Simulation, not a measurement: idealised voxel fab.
process module | voxel tone inversion
cross-section cut | 160 nm wide | cells 5 nm
A cross-section is a grid of square cells, given in bands from the top down. A band is one or more rows of cells.
Each band's line starts with the height of the band's top and of its bottom, in nm. Then come its materials from left to right, each with its width in nm. One material with "throughout" fills the band from edge to edge. "air" is empty space.
Height 0 is the level under which the wafer as received is all one material. The lowest band goes on downwards, as in "0 down".
A width such as "30 to 40" changes by the same amount from each row of cells to the next, from the band's top row to its bottom row.
"no change" after a step means that no cell of the cross-section changed.
closed voids: empty space of 8 cells or more with no open way to the top, each as width x height at its distance from the left edge, in nm
after a step's settings: what the simulator itself notes on the step
overlay nm, on a step with a mask: how far to the right of its planned place the mask lay; to the left if negative
plan
1 op RECEIVE | material Si
2 op CONFORMAL_DEP | material SiCN | thk nm 5
3 op DIRECTIONAL_DEP | material aC | thk nm 15
4 op PATTERN | tone cover | mask id POSTS | material resist | width nm 20 | pitch nm 35 | thk nm 25 | overlay nm 0
5 op DIRECTIONAL_ETCH | etch materials aC | depth nm 15
6 op STRIP | etch materials resist
7 op FILL_DEP | material SiO2 | thk nm 10
8 op CMP | height nm 20
9 op STRIP | etch materials aC
as received, after step 1
  0 down: Si throughout
  closed voids: none
a wafer at the end: this start, this plan, one mistake
  20 to 5: SiO2 20 | air 15 | SiO2 20 | air 15 | SiO2 20 | air 15 | SiO2 20 | air 15 | SiO2 20
  5 to 0: SiCN throughout
  0 down: Si throughout
  closed voids: none
what went wrong: step 4 ran as: op PATTERN | tone cover | mask id POSTS | material resist | width nm 15 | pitch nm 35 | thk nm 25 | overlay nm 0
